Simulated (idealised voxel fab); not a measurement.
The document below concerns the process module designated voxel wiring stack.
This is section cut - it's 225 nm across, gridded in 5 nm square cells.
When this document writes out a cross-section, it uses a grid of square cells and lists it as bands, beginning at the top and moving down, with a band standing for one or more rows of cells.
Heads up on the band format: heights come first, top then bottom, in nm. After that it's the materials left to right, each with its width in nm. A single material flagged "everywhere" fills the whole band edge to edge, and "empty" means there's empty space there.
Ref level 0: as-received wafer is one material below here. Bottom band extends down with no lower bound ("0 -> down").
So if you see something like "30 to 40" for the width, read it as the top row of the band sitting at the first number and the bottom row at the second, with every row in between moving by the same amount as the last.
"no modification" after a step means that no cell of the cross-section changed.
"Internal closed voids" specifies each empty space that is not open to the top and that occupies no fewer than 8 cells, using the form width x height at distance, the distance measured from the left edge and all three quantities in nm.
On each step's line, the part that comes after the settings is the simulator's own comment on the step.
overlay nm: right-of-plan distance of the mask on a masked step; negative values mean left-of-plan.

**Steps planned for the process**
- 1: RECEIVE | material Si
- 2: CONFORMAL_DEP | material SiO2 | thk nm 10
- 3: CONFORMAL_DEP | material SiN | thk nm 5
- 4: DIRECTIONAL_DEP | material SiO2 | thk nm 20
- 5: DIRECTIONAL_DEP | material aC | thk nm 10
- 6: PATTERN | tone open | mask id METAL_1 | material resist | width nm 30 | pitch nm 55 | thk nm 25 | overlay nm 0
- 7: DIRECTIONAL_ETCH | etch materials aC | depth nm 10
- 8: STRIP | etch materials resist
- 9: DIRECTIONAL_ETCH | etch materials SiO2 | depth nm 20
- 10: DIRECTIONAL_ETCH | etch materials SiN | depth nm 5
- 11: STRIP | etch materials aC
- 12: CONFORMAL_DEP | material TiN | thk nm 5
- 13: FILL_DEP | material Cu | thk nm 5
- 14: CMP | height nm 35
- 15: CONFORMAL_DEP | material SiCN | thk nm 5
- 16: DIRECTIONAL_DEP | material lowk | thk nm 10
- 17: DIRECTIONAL_DEP | material aC | thk nm 10
- 18: PATTERN | tone open | mask id PLUG_1 | material resist | width nm 15 | thk nm 30 | overlay nm 0
- 19: DIRECTIONAL_ETCH | etch materials aC | depth nm 10
- 20: STRIP | etch materials resist
- 21: DIRECTIONAL_ETCH | etch materials lowk | depth nm 10
- 22: DIRECTIONAL_ETCH | etch materials SiCN | depth nm 5
- 23: STRIP | etch materials aC
- 24: EPI | material Ru | thk nm 10
- 25: EPI | material Ru | thk nm 5
- 26: CONFORMAL_DEP | material SiN | thk nm 5
- 27: DIRECTIONAL_DEP | material lowk | thk nm 15
- 28: DIRECTIONAL_DEP | material aC | thk nm 15
- 29: PATTERN | tone open | mask id METAL_2 | material resist | width nm 30 | pitch nm 55 | thk nm 30 | overlay nm 0
- 30: DIRECTIONAL_ETCH | etch materials aC | depth nm 15
- 31: STRIP | etch materials resist
- 32: DIRECTIONAL_ETCH | etch materials lowk | depth nm 15
- 33: DIRECTIONAL_ETCH | etch materials SiN | depth nm 5
- 34: STRIP | etch materials aC
- 35: CONFORMAL_DEP | material TiN | thk nm 5
- 36: FILL_DEP | material Ru | thk nm 10
- 37: CMP | height nm 70
- 38: CONFORMAL_DEP | material SiCN | thk nm 5
- 39: DIRECTIONAL_DEP | material SiO2 | thk nm 30
- 40: PATTERN | tone open | mask id METAL_3_HOLES | material resist | width nm 15 | thk nm 20 | overlay nm 0
- 41: DIRECTIONAL_ETCH | etch materials SiO2 | depth nm 30
- 42: STRIP | etch materials resist
- 43: MASKED_ETCH | tone open | mask id METAL_3 | width nm 30 | pitch nm 55 | etch materials SiO2 | depth nm 15 | overlay nm 0
- 44: MASKED_ETCH | tone open | mask id METAL_3 | width nm 30 | pitch nm 55 | etch materials SiCN | depth nm 5 | overlay nm 0
- 45: CONFORMAL_DEP | material TiN | thk nm 5
- 46: FILL_DEP | material Ru | thk nm 10
- 47: CMP | height nm 105
- 48: CONFORMAL_DEP | material SiCN | thk nm 5

**What follows covers the first of two wafers; it ran as planned**

**So this is the incoming wafer in cross-section - it's already been through step 1**
* 0 -> down = Si everywhere
* Internal closed voids: none

**Step 2 done - wafer cross-section**
* 10 -> 0 = SiO2 everywhere
* Everything below 0 is unchanged.

**Step 3 done - wafer cross-section**
* 15 -> 10 = SiN everywhere
* Everything below 10 is unchanged.

**Step 4 done - wafer cross-section**
* 35 -> 15 = SiO2 everywhere
* Everything below 15 is unchanged.

**Step 5 done - wafer cross-section**
* 45 -> 35 = aC everywhere
* Everything below 35 is unchanged.

**Step 6 done - wafer cross-section**
* 70 -> 45 = 70 nm resist  30 nm empty  25 nm resist  30 nm empty  70 nm resist
* Everything below 45 is unchanged.

**Step 7 done - wafer cross-section**
* 60 -> 45 = 70 nm resist  30 nm empty  25 nm resist  30 nm empty  70 nm resist
* 45 -> 35 = 70 nm aC  30 nm empty  25 nm aC  30 nm empty  70 nm aC
* Everything below 35 is unchanged.

**Step 8 done - wafer cross-section**
* 45 -> 35 = 70 nm aC  30 nm empty  25 nm aC  30 nm empty  70 nm aC
* Everything below 35 is unchanged.

**Step 9 done - wafer cross-section**
* 45 -> 35 = 70 nm aC  30 nm empty  25 nm aC  30 nm empty  70 nm aC
* 35 -> 15 = 70 nm SiO2  30 nm empty  25 nm SiO2  30 nm empty  70 nm SiO2
* Everything below 15 is unchanged.

**Step 10 done - wafer cross-section**
* 45 -> 35 = 70 nm aC  30 nm empty  25 nm aC  30 nm empty  70 nm aC
* 35 -> 15 = 70 nm SiO2  30 nm empty  25 nm SiO2  30 nm empty  70 nm SiO2
* 15 -> 10 = 70 nm SiN  30 nm empty  25 nm SiN  30 nm empty  70 nm SiN
* Everything below 10 is unchanged.

**Step 11 done - wafer cross-section**
* 35 -> 15 = 70 nm SiO2  30 nm empty  25 nm SiO2  30 nm empty  70 nm SiO2
* Everything below 15 is unchanged.

**Step 12 done - wafer cross-section**
* 40 -> 35 = 75 nm TiN  20 nm empty  35 nm TiN  20 nm empty  75 nm TiN
* 35 -> 15 = 70 nm SiO2  5 nm TiN  20 nm empty  5 nm TiN  25 nm SiO2  5 nm TiN  20 nm empty  5 nm TiN  70 nm SiO2
* 15 -> 10 = 70 nm SiN  30 nm TiN  25 nm SiN  30 nm TiN  70 nm SiN
* Everything below 10 is unchanged.

**Step 13 done - wafer cross-section**
* 45 -> 40 = Cu everywhere
* 40 -> 35 = 75 nm TiN  20 nm Cu  35 nm TiN  20 nm Cu  75 nm TiN
* 35 -> 15 = 70 nm SiO2  5 nm TiN  20 nm Cu  5 nm TiN  25 nm SiO2  5 nm TiN  20 nm Cu  5 nm TiN  70 nm SiO2
* Everything below 15 is unchanged.

**Step 14 done - wafer cross-section**
* 35 -> 15 = 70 nm SiO2  5 nm TiN  20 nm Cu  5 nm TiN  25 nm SiO2  5 nm TiN  20 nm Cu  5 nm TiN  70 nm SiO2
* Everything below 15 is unchanged.

**Step 15 done - wafer cross-section**
* 40 -> 35 = SiCN everywhere
* Everything below 35 is unchanged.

**Step 16 done - wafer cross-section**
* 50 -> 40 = lowk everywhere
* Everything below 40 is unchanged.

**Step 17 done - wafer cross-section**
* 60 -> 50 = aC everywhere
* Everything below 50 is unchanged.

**Step 18 done - wafer cross-section**
* 90 -> 60 = 70 nm resist  15 nm empty  140 nm resist
* Everything below 60 is unchanged.

**Step 19 done - wafer cross-section**
* 80 -> 60 = 70 nm resist  15 nm empty  140 nm resist
* 60 -> 50 = 70 nm aC  15 nm empty  140 nm aC
* Everything below 50 is unchanged.

**Step 20 done - wafer cross-section**
* 60 -> 50 = 70 nm aC  15 nm empty  140 nm aC
* Everything below 50 is unchanged.

**Step 21 done - wafer cross-section**
* 60 -> 50 = 70 nm aC  15 nm empty  140 nm aC
* 50 -> 40 = 70 nm lowk  15 nm empty  140 nm lowk
* Everything below 40 is unchanged.

**Step 22 done - wafer cross-section**
* 60 -> 50 = 70 nm aC  15 nm empty  140 nm aC
* 50 -> 40 = 70 nm lowk  15 nm empty  140 nm lowk
* 40 -> 35 = 70 nm SiCN  15 nm empty  140 nm SiCN
* Everything below 35 is unchanged.

**Step 23 done - wafer cross-section**
* 50 -> 40 = 70 nm lowk  15 nm empty  140 nm lowk
* Everything below 40 is unchanged.

**Step 24 done - wafer cross-section**
* 50 -> 45 = 70 nm lowk  15 nm empty  140 nm lowk
* 45 -> 40 = 70 nm lowk  15 nm Ru  140 nm lowk
* 40 -> 35 = 70 nm SiCN  15 nm Ru  140 nm SiCN
* Everything below 35 is unchanged.

**Step 25 done - wafer cross-section**
* 50 -> 40 = 70 nm lowk  15 nm Ru  140 nm lowk
* Everything below 40 is unchanged.

**Step 26 done - wafer cross-section**
* 55 -> 50 = SiN everywhere
* Everything below 50 is unchanged.

**Step 27 done - wafer cross-section**
* 70 -> 55 = lowk everywhere
* Everything below 55 is unchanged.

**Step 28 done - wafer cross-section**
* 85 -> 70 = aC everywhere
* Everything below 70 is unchanged.

**Step 29 done - wafer cross-section**
* 115 -> 85 = 70 nm resist  30 nm empty  25 nm resist  30 nm empty  70 nm resist
* Everything below 85 is unchanged.

**Step 30 done - wafer cross-section**
* 100 -> 85 = 70 nm resist  30 nm empty  25 nm resist  30 nm empty  70 nm resist
* 85 -> 70 = 70 nm aC  30 nm empty  25 nm aC  30 nm empty  70 nm aC
* Everything below 70 is unchanged.

**Step 31 done - wafer cross-section**
* 85 -> 70 = 70 nm aC  30 nm empty  25 nm aC  30 nm empty  70 nm aC
* Everything below 70 is unchanged.

**Step 32 done - wafer cross-section**
* 85 -> 70 = 70 nm aC  30 nm empty  25 nm aC  30 nm empty  70 nm aC
* 70 -> 55 = 70 nm lowk  30 nm empty  25 nm lowk  30 nm empty  70 nm lowk
* Everything below 55 is unchanged.

**Step 33 done - wafer cross-section**
* 85 -> 70 = 70 nm aC  30 nm empty  25 nm aC  30 nm empty  70 nm aC
* 70 -> 55 = 70 nm lowk  30 nm empty  25 nm lowk  30 nm empty  70 nm lowk
* 55 -> 50 = 70 nm SiN  30 nm empty  25 nm SiN  30 nm empty  70 nm SiN
* Everything below 50 is unchanged.

**Step 34 done - wafer cross-section**
* 70 -> 55 = 70 nm lowk  30 nm empty  25 nm lowk  30 nm empty  70 nm lowk
* Everything below 55 is unchanged.

**Step 35 done - wafer cross-section**
* 75 -> 70 = 75 nm TiN  20 nm empty  35 nm TiN  20 nm empty  75 nm TiN
* 70 -> 55 = 70 nm lowk  5 nm TiN  20 nm empty  5 nm TiN  25 nm lowk  5 nm TiN  20 nm empty  5 nm TiN  70 nm lowk
* 55 -> 50 = 70 nm SiN  30 nm TiN  25 nm SiN  30 nm TiN  70 nm SiN
* Everything below 50 is unchanged.

**Step 36 done - wafer cross-section**
* 85 -> 75 = Ru everywhere
* 75 -> 70 = 75 nm TiN  20 nm Ru  35 nm TiN  20 nm Ru  75 nm TiN
* 70 -> 55 = 70 nm lowk  5 nm TiN  20 nm Ru  5 nm TiN  25 nm lowk  5 nm TiN  20 nm Ru  5 nm TiN  70 nm lowk
* Everything below 55 is unchanged.

**Step 37 done - wafer cross-section**
* 70 -> 55 = 70 nm lowk  5 nm TiN  20 nm Ru  5 nm TiN  25 nm lowk  5 nm TiN  20 nm Ru  5 nm TiN  70 nm lowk
* Everything below 55 is unchanged.

**Step 38 done - wafer cross-section**
* 75 -> 70 = SiCN everywhere
* Everything below 70 is unchanged.

**Step 39 done - wafer cross-section**
* 105 -> 75 = SiO2 everywhere
* Everything below 75 is unchanged.

**Step 40 done - wafer cross-section**
* 125 -> 105 = 70 nm resist  15 nm empty  140 nm resist
* Everything below 105 is unchanged.

**Step 41 done - wafer cross-section**
* 125 -> 105 = 70 nm resist  15 nm empty  140 nm resist
* 105 -> 75 = 70 nm SiO2  15 nm empty  140 nm SiO2
* Everything below 75 is unchanged.

**Step 42 done - wafer cross-section**
* 105 -> 75 = 70 nm SiO2  15 nm empty  140 nm SiO2
* Everything below 75 is unchanged.

**Step 43 done - wafer cross-section**
* 105 -> 90 = 70 nm SiO2  30 nm empty  25 nm SiO2  30 nm empty  70 nm SiO2
* Everything below 90 is unchanged.

**Step 44 done - wafer cross-section**
* 105 -> 90 = 70 nm SiO2  30 nm empty  25 nm SiO2  30 nm empty  70 nm SiO2
* 90 -> 75 = 70 nm SiO2  15 nm empty  140 nm SiO2
* 75 -> 70 = 70 nm SiCN  15 nm empty  140 nm SiCN
* Everything below 70 is unchanged.

**Step 45 done - wafer cross-section**
* 110 -> 105 = 75 nm TiN  20 nm empty  35 nm TiN  20 nm empty  75 nm TiN
* 105 -> 95 = 70 nm SiO2  5 nm TiN  20 nm empty  5 nm TiN  25 nm SiO2  5 nm TiN  20 nm empty  5 nm TiN  70 nm SiO2
* 95 -> 90 = 70 nm SiO2  5 nm TiN  5 nm empty  20 nm TiN  25 nm SiO2  30 nm TiN  70 nm SiO2
* 90 -> 75 = 70 nm SiO2  5 nm TiN  5 nm empty  5 nm TiN  140 nm SiO2
* 75 -> 70 = 70 nm SiCN  15 nm TiN  140 nm SiCN
* Everything below 70 is unchanged.

**Step 46 done - wafer cross-section**
* 120 -> 110 = Ru everywhere
* 110 -> 105 = 75 nm TiN  20 nm Ru  35 nm TiN  20 nm Ru  75 nm TiN
* 105 -> 95 = 70 nm SiO2  5 nm TiN  20 nm Ru  5 nm TiN  25 nm SiO2  5 nm TiN  20 nm Ru  5 nm TiN  70 nm SiO2
* 95 -> 90 = 70 nm SiO2  5 nm TiN  5 nm Ru  20 nm TiN  25 nm SiO2  30 nm TiN  70 nm SiO2
* 90 -> 75 = 70 nm SiO2  5 nm TiN  5 nm Ru  5 nm TiN  140 nm SiO2
* Everything below 75 is unchanged.

**Step 47 done - wafer cross-section**
* 105 -> 95 = 70 nm SiO2  5 nm TiN  20 nm Ru  5 nm TiN  25 nm SiO2  5 nm TiN  20 nm Ru  5 nm TiN  70 nm SiO2
* Everything below 95 is unchanged.

**Step 48 done - wafer cross-section**
* 110 -> 105 = SiCN everywhere
* Everything below 105 is unchanged.

**Notes, second wafer: start = first wafer's, plan = first wafer's, execution had one mistake; history identical to first through step 3**

**Cross-section of the second wafer when, according to plan, step 4 should have finished**
* 35 -> 15 = TiN everywhere
* Everything below 15 is unchanged.

**Cross-section of the second wafer when, according to plan, step 5 should have finished**
* 45 -> 35 = aC everywhere
* Everything below 35 is unchanged.

**Cross-section of the second wafer when, according to plan, step 6 should have finished**
* 70 -> 45 = 70 nm resist  30 nm empty  25 nm resist  30 nm empty  70 nm resist
* Everything below 45 is unchanged.

**Cross-section of the second wafer when, according to plan, step 7 should have finished**
* 60 -> 45 = 70 nm resist  30 nm empty  25 nm resist  30 nm empty  70 nm resist
* 45 -> 35 = 70 nm aC  30 nm empty  25 nm aC  30 nm empty  70 nm aC
* Everything below 35 is unchanged.

**Cross-section of the second wafer when, according to plan, step 8 should have finished**
* 45 -> 35 = 70 nm aC  30 nm empty  25 nm aC  30 nm empty  70 nm aC
* Everything below 35 is unchanged.

Cross-section of the second wafer when, according to plan, step 9 should have finished: no modification

Cross-section of the second wafer when, according to plan, step 10 should have finished: no modification

**Cross-section of the second wafer when, according to plan, step 11 should have finished**
* 35 -> 15 = TiN everywhere
* Everything below 15 is unchanged.

**Cross-section of the second wafer when, according to plan, step 12 should have finished**
* 40 -> 15 = TiN everywhere
* Everything below 15 is unchanged.

**Cross-section of the second wafer when, according to plan, step 13 should have finished**
* 45 -> 40 = Cu everywhere
* Everything below 40 is unchanged.

**Cross-section of the second wafer when, according to plan, step 14 should have finished**
* 35 -> 15 = TiN everywhere
* Everything below 15 is unchanged.

**Cross-section of the second wafer when, according to plan, step 15 should have finished**
* 40 -> 35 = SiCN everywhere
* Everything below 35 is unchanged.

**Cross-section of the second wafer when, according to plan, step 16 should have finished**
* 50 -> 40 = lowk everywhere
* Everything below 40 is unchanged.

**Cross-section of the second wafer when, according to plan, step 17 should have finished**
* 60 -> 50 = aC everywhere
* Everything below 50 is unchanged.

**Cross-section of the second wafer when, according to plan, step 18 should have finished**
* 90 -> 60 = 70 nm resist  15 nm empty  140 nm resist
* Everything below 60 is unchanged.

**Cross-section of the second wafer when, according to plan, step 19 should have finished**
* 80 -> 60 = 70 nm resist  15 nm empty  140 nm resist
* 60 -> 50 = 70 nm aC  15 nm empty  140 nm aC
* Everything below 50 is unchanged.

**Cross-section of the second wafer when, according to plan, step 20 should have finished**
* 60 -> 50 = 70 nm aC  15 nm empty  140 nm aC
* Everything below 50 is unchanged.

**Cross-section of the second wafer when, according to plan, step 21 should have finished**
* 60 -> 50 = 70 nm aC  15 nm empty  140 nm aC
* 50 -> 40 = 70 nm lowk  15 nm empty  140 nm lowk
* Everything below 40 is unchanged.

**Cross-section of the second wafer when, according to plan, step 22 should have finished**
* 60 -> 50 = 70 nm aC  15 nm empty  140 nm aC
* 50 -> 40 = 70 nm lowk  15 nm empty  140 nm lowk
* 40 -> 35 = 70 nm SiCN  15 nm empty  140 nm SiCN
* Everything below 35 is unchanged.

**Cross-section of the second wafer when, according to plan, step 23 should have finished**
* 50 -> 40 = 70 nm lowk  15 nm empty  140 nm lowk
* Everything below 40 is unchanged.

**Cross-section of the second wafer when, according to plan, step 24 should have finished**
* 50 -> 45 = 70 nm lowk  15 nm empty  140 nm lowk
* 45 -> 40 = 70 nm lowk  15 nm Ru  140 nm lowk
* 40 -> 35 = 70 nm SiCN  15 nm Ru  140 nm SiCN
* Everything below 35 is unchanged.

**Cross-section of the second wafer when, according to plan, step 25 should have finished**
* 50 -> 40 = 70 nm lowk  15 nm Ru  140 nm lowk
* Everything below 40 is unchanged.

**Cross-section of the second wafer when, according to plan, step 26 should have finished**
* 55 -> 50 = SiN everywhere
* Everything below 50 is unchanged.

**Cross-section of the second wafer when, according to plan, step 27 should have finished**
* 70 -> 55 = lowk everywhere
* Everything below 55 is unchanged.

**Cross-section of the second wafer when, according to plan, step 28 should have finished**
* 85 -> 70 = aC everywhere
* Everything below 70 is unchanged.

**Cross-section of the second wafer when, according to plan, step 29 should have finished**
* 115 -> 85 = 70 nm resist  30 nm empty  25 nm resist  30 nm empty  70 nm resist
* Everything below 85 is unchanged.

**Cross-section of the second wafer when, according to plan, step 30 should have finished**
* 100 -> 85 = 70 nm resist  30 nm empty  25 nm resist  30 nm empty  70 nm resist
* 85 -> 70 = 70 nm aC  30 nm empty  25 nm aC  30 nm empty  70 nm aC
* Everything below 70 is unchanged.

**Cross-section of the second wafer when, according to plan, step 31 should have finished**
* 85 -> 70 = 70 nm aC  30 nm empty  25 nm aC  30 nm empty  70 nm aC
* Everything below 70 is unchanged.

**Cross-section of the second wafer when, according to plan, step 32 should have finished**
* 85 -> 70 = 70 nm aC  30 nm empty  25 nm aC  30 nm empty  70 nm aC
* 70 -> 55 = 70 nm lowk  30 nm empty  25 nm lowk  30 nm empty  70 nm lowk
* Everything below 55 is unchanged.

**Cross-section of the second wafer when, according to plan, step 33 should have finished**
* 85 -> 70 = 70 nm aC  30 nm empty  25 nm aC  30 nm empty  70 nm aC
* 70 -> 55 = 70 nm lowk  30 nm empty  25 nm lowk  30 nm empty  70 nm lowk
* 55 -> 50 = 70 nm SiN  30 nm empty  25 nm SiN  30 nm empty  70 nm SiN
* Everything below 50 is unchanged.

**Cross-section of the second wafer when, according to plan, step 34 should have finished**
* 70 -> 55 = 70 nm lowk  30 nm empty  25 nm lowk  30 nm empty  70 nm lowk
* Everything below 55 is unchanged.

**Cross-section of the second wafer when, according to plan, step 35 should have finished**
* 75 -> 70 = 75 nm TiN  20 nm empty  35 nm TiN  20 nm empty  75 nm TiN
* 70 -> 55 = 70 nm lowk  5 nm TiN  20 nm empty  5 nm TiN  25 nm lowk  5 nm TiN  20 nm empty  5 nm TiN  70 nm lowk
* 55 -> 50 = 70 nm SiN  30 nm TiN  25 nm SiN  30 nm TiN  70 nm SiN
* Everything below 50 is unchanged.

**Cross-section of the second wafer when, according to plan, step 36 should have finished**
* 85 -> 75 = Ru everywhere
* 75 -> 70 = 75 nm TiN  20 nm Ru  35 nm TiN  20 nm Ru  75 nm TiN
* 70 -> 55 = 70 nm lowk  5 nm TiN  20 nm Ru  5 nm TiN  25 nm lowk  5 nm TiN  20 nm Ru  5 nm TiN  70 nm lowk
* Everything below 55 is unchanged.

**Cross-section of the second wafer when, according to plan, step 37 should have finished**
* 70 -> 55 = 70 nm lowk  5 nm TiN  20 nm Ru  5 nm TiN  25 nm lowk  5 nm TiN  20 nm Ru  5 nm TiN  70 nm lowk
* Everything below 55 is unchanged.

**Cross-section of the second wafer when, according to plan, step 38 should have finished**
* 75 -> 70 = SiCN everywhere
* Everything below 70 is unchanged.

**Cross-section of the second wafer when, according to plan, step 39 should have finished**
* 105 -> 75 = SiO2 everywhere
* Everything below 75 is unchanged.

**Cross-section of the second wafer when, according to plan, step 40 should have finished**
* 125 -> 105 = 70 nm resist  15 nm empty  140 nm resist
* Everything below 105 is unchanged.

**Cross-section of the second wafer when, according to plan, step 41 should have finished**
* 125 -> 105 = 70 nm resist  15 nm empty  140 nm resist
* 105 -> 75 = 70 nm SiO2  15 nm empty  140 nm SiO2
* Everything below 75 is unchanged.

**Cross-section of the second wafer when, according to plan, step 42 should have finished**
* 105 -> 75 = 70 nm SiO2  15 nm empty  140 nm SiO2
* Everything below 75 is unchanged.

**Cross-section of the second wafer when, according to plan, step 43 should have finished**
* 105 -> 90 = 70 nm SiO2  30 nm empty  25 nm SiO2  30 nm empty  70 nm SiO2
* Everything below 90 is unchanged.

**Cross-section of the second wafer when, according to plan, step 44 should have finished**
* 105 -> 90 = 70 nm SiO2  30 nm empty  25 nm SiO2  30 nm empty  70 nm SiO2
* 90 -> 75 = 70 nm SiO2  15 nm empty  140 nm SiO2
* 75 -> 70 = 70 nm SiCN  15 nm empty  140 nm SiCN
* Everything below 70 is unchanged.

**Cross-section of the second wafer when, according to plan, step 45 should have finished**
* 110 -> 105 = 75 nm TiN  20 nm empty  35 nm TiN  20 nm empty  75 nm TiN
* 105 -> 95 = 70 nm SiO2  5 nm TiN  20 nm empty  5 nm TiN  25 nm SiO2  5 nm TiN  20 nm empty  5 nm TiN  70 nm SiO2
* 95 -> 90 = 70 nm SiO2  5 nm TiN  5 nm empty  20 nm TiN  25 nm SiO2  30 nm TiN  70 nm SiO2
* 90 -> 75 = 70 nm SiO2  5 nm TiN  5 nm empty  5 nm TiN  140 nm SiO2
* 75 -> 70 = 70 nm SiCN  15 nm TiN  140 nm SiCN
* Everything below 70 is unchanged.

**Cross-section of the second wafer when, according to plan, step 46 should have finished**
* 120 -> 110 = Ru everywhere
* 110 -> 105 = 75 nm TiN  20 nm Ru  35 nm TiN  20 nm Ru  75 nm TiN
* 105 -> 95 = 70 nm SiO2  5 nm TiN  20 nm Ru  5 nm TiN  25 nm SiO2  5 nm TiN  20 nm Ru  5 nm TiN  70 nm SiO2
* 95 -> 90 = 70 nm SiO2  5 nm TiN  5 nm Ru  20 nm TiN  25 nm SiO2  30 nm TiN  70 nm SiO2
* 90 -> 75 = 70 nm SiO2  5 nm TiN  5 nm Ru  5 nm TiN  140 nm SiO2
* Everything below 75 is unchanged.

**Cross-section of the second wafer when, according to plan, step 47 should have finished**
* 105 -> 95 = 70 nm SiO2  5 nm TiN  20 nm Ru  5 nm TiN  25 nm SiO2  5 nm TiN  20 nm Ru  5 nm TiN  70 nm SiO2
* Everything below 95 is unchanged.

**Cross-section of the second wafer when, according to plan, step 48 should have finished**
* 110 -> 105 = SiCN everywhere
* Everything below 105 is unchanged.
Which mistake was made when the wafer was run? for step 4, the planned setting was not used; the step was instead run as DIRECTIONAL_DEP | material TiN | thk nm 20
End of process, cell counts, second wafer against first, materials with more or fewer: Cu -32, SiN +12, SiO2 -132, TiN +152
